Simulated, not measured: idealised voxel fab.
This section sets out a process module, namely voxel self aligned vias.
Cross-section cut: width 185 nm, square cells of 5 nm.
When this document writes out a cross-section, it uses a grid of square cells and lists it as bands, beginning at the top and moving down, with a band standing for one or more rows of cells. The band entry comprises the height of the band's top followed by the height of its bottom, expressed in nm, and subsequently the band's materials from left to right, each stated together with its width in nm. Where a single material is marked with the word "edge to edge", that material fills the band from edge to edge. The word "blank" represents empty space. Convention: height 0 is the level below which the wafer, as received, is all one material. The lowest band does not terminate at the bottom but continues downward, represented as "0 and below". It should be noted that a width expressed as "30 to 40" varies in equal increments from row to row of cells within the band, taking the value of the first number at the top row and that of the second number at the bottom row. The cross-section has no changed cell in any step marked "same as before". In "Enclosed cavities" the enclosed voids are listed, meaning empty spaces of 8 cells or larger without any opening to the top. The form is width x height at distance, distance from the left edge, units nm. Formally, on a step line, whatever follows the settings is a remark that the simulator itself makes on the step. If you see "overlay nm" on a step's line and that step has a mask, it's telling you how far right of where it was planned the mask ended up; a negative number means it went left instead.

The planned process steps are enumerated hereunder
1,RECEIVE | material Si
2,CONFORMAL_DEP | material SiO2 | thk nm 15
3,CONFORMAL_DEP | material SiCN | thk nm 5
4,DIRECTIONAL_DEP | material SiO2 | thk nm 30
5,DIRECTIONAL_DEP | material aC | thk nm 10
6,PATTERN | tone open | mask id LINES | material resist | width nm 25 | pitch nm 50 | thk nm 25 | overlay nm 0
7,DIRECTIONAL_ETCH | etch materials aC | depth nm 10
8,STRIP | etch materials resist
9,DIRECTIONAL_ETCH | etch materials SiO2 | depth nm 30
10,STRIP | etch materials aC
11,CONFORMAL_DEP | material TiN | thk nm 5
12,FILL_DEP | material W | thk nm 5
13,CMP | height nm 50
14,SELECTIVE_ETCH | etch materials W Ru TiN | depth nm 5
15,FILL_DEP | material SiN | thk nm 10
16,CMP | height nm 50
17,DIRECTIONAL_DEP | material SiO2 | thk nm 15
18,MASKED_ETCH | tone open | mask id VIAS | width nm 35 | etch materials SiO2 | depth nm 15 | overlay nm 0
19,MASKED_ETCH | tone open | mask id VIAS | width nm 35 | etch materials SiN | depth nm 5 | overlay nm 0
20,CONFORMAL_DEP | material TiN | thk nm 5
21,FILL_DEP | material Cu | thk nm 10
22,CMP | height nm 65
23,CONFORMAL_DEP | material SiCN | thk nm 5

Incoming wafer, cross-sectional view, post step 1
0 and below  Si edge to edge
Enclosed cavities: none

Starting wafer: above. Plan: above. Run: one mistake. Cross-section after the module: below
70 down to 65  SiCN edge to edge
65 down to 55  SiO2: 45, then TiN: 5, then Cu: 35, then TiN: 5, then SiO2: 95
55 down to 50  SiO2: 45, then TiN: 15, then Cu: 15, then TiN: 15, then SiO2: 95
50 down to 45  SiO2: 55, then TiN: 25, then SiO2: 25, then SiN: 25, then SiO2: 55
45 down to 25  SiO2: 55, then TiN: 5, then W: 15, then TiN: 5, then SiO2: 25, then TiN: 5, then W: 15, then TiN: 5, then SiO2: 55
25 down to 20  SiO2: 55, then TiN: 25, then SiO2: 25, then TiN: 25, then SiO2: 55
20 down to 15  SiCN edge to edge
15 down to 0  SiO2 edge to edge
0 and below  Si edge to edge
Enclosed cavities: none
Diagnosis: step 18 changed vs plan, executed as MASKED_ETCH | tone open | mask id VIAS | width nm 45 | etch materials SiO2 | depth nm 15 | overlay nm 0
